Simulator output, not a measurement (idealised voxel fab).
The name of this process module is voxel self aligned contacts.
Square cells of 5 nm make up the cross-section cut, whose width is 250 nm.
When this document writes out a cross-section, it uses a grid of square cells and lists it as bands, beginning at the top and moving down, with a band standing for one or more rows of cells.
Each band's line starts with the height of the band's top and of its bottom, in nm. Then come its materials from left to right, each with its width in nm. One material with "throughout" fills the band from edge to edge. "empty" is empty space.
Height datum 0, below which the as-received substrate wafer is one material. Lowest band open at the bottom, running downward: "from 0 down".
Width: "30..40" (first number = top row, second number = bottom row, same change from row to row of cells).
You'll sometimes find "changes: none" written for a step, and that's the way of saying that nowhere in the cross-section did a cell change during that step.
Basically, "Voids lacking openings" tells you about the enclosed voids: empty spaces with no open way to the top, 8 cells or bigger, each written width x height at distance, where distance is from the left edge, all in nm.
after a step's settings: what the simulator itself notes on the step
"overlay nm" on a masked step: distance the mask lay right of its planned place, negative for left.
Process steps (planned):
1 RECEIVE,material Si
2 OXIDIZE,depth nm 5
3 DIRECTIONAL_DEP,material polySi,thk nm 20
4 DIRECTIONAL_DEP,material SiN,thk nm 20
5 MASKED_ETCH,tone cover,mask id GATE,width nm 25,pitch nm 60,etch materials SiN,depth nm 20,overlay nm 0
6 MASKED_ETCH,tone cover,mask id GATE,width nm 25,pitch nm 60,etch materials polySi,depth nm 20,overlay nm 0
7 CONFORMAL_DEP,material SiN,thk nm 10
8 DIRECTIONAL_ETCH,etch materials SiN,depth nm 10
9 FILL_DEP,material SiO2,thk nm 10
10 CMP,height nm 45
11 MASKED_ETCH,tone open,mask id CONTACT,width nm 45,pitch nm 60,etch materials SiO2,depth nm 50,overlay nm 0
12 CONFORMAL_DEP,material TiN,thk nm 5
13 FILL_DEP,material Ru,thk nm 10
14 CMP,height nm 45
15 CONFORMAL_DEP,material SiCN,thk nm 5
Cross-section of the wafer as it came to us, i.e., already through step 1:
    from 0 down | Si throughout
    Voids lacking openings: none
The module was run from the start shown above using the plan shown above, but one mistake was made doing it; the resulting wafer cross-section is below:
    from 50 to 45 | SiCN throughout
    from 45 to 40 | 40 of SiO2 / 45 of SiN / 5 of TiN / 5 of Ru / 5 of TiN / 45 of SiN / 5 of TiN / 5 of Ru / 5 of TiN / 45 of SiN / 45 of SiO2
    from 40 to 25 | 40 of SiO2 / 10 of SiN / 25 of polySi / 10 of SiN / 5 of TiN / 5 of Ru / 5 of TiN / 10 of SiN / 25 of polySi / 10 of SiN / 5 of TiN / 5 of Ru / 5 of TiN / 10 of SiN / 25 of polySi / 10 of SiN / 45 of SiO2
    from 25 to 20 | 40 of SiO2 / 10 of SiN / 25 of polySi / 10 of SiN / 15 of TiN / 10 of SiN / 25 of polySi / 10 of SiN / 15 of TiN / 10 of SiN / 25 of polySi / 10 of SiN / 45 of SiO2
    from 20 to 0 | polySi throughout
    from 0 to -5 | SiO2 throughout
    from -5 down | Si throughout
    Voids lacking openings: none
Finding, execution versus plan: execution of plan step 3 occurred twice
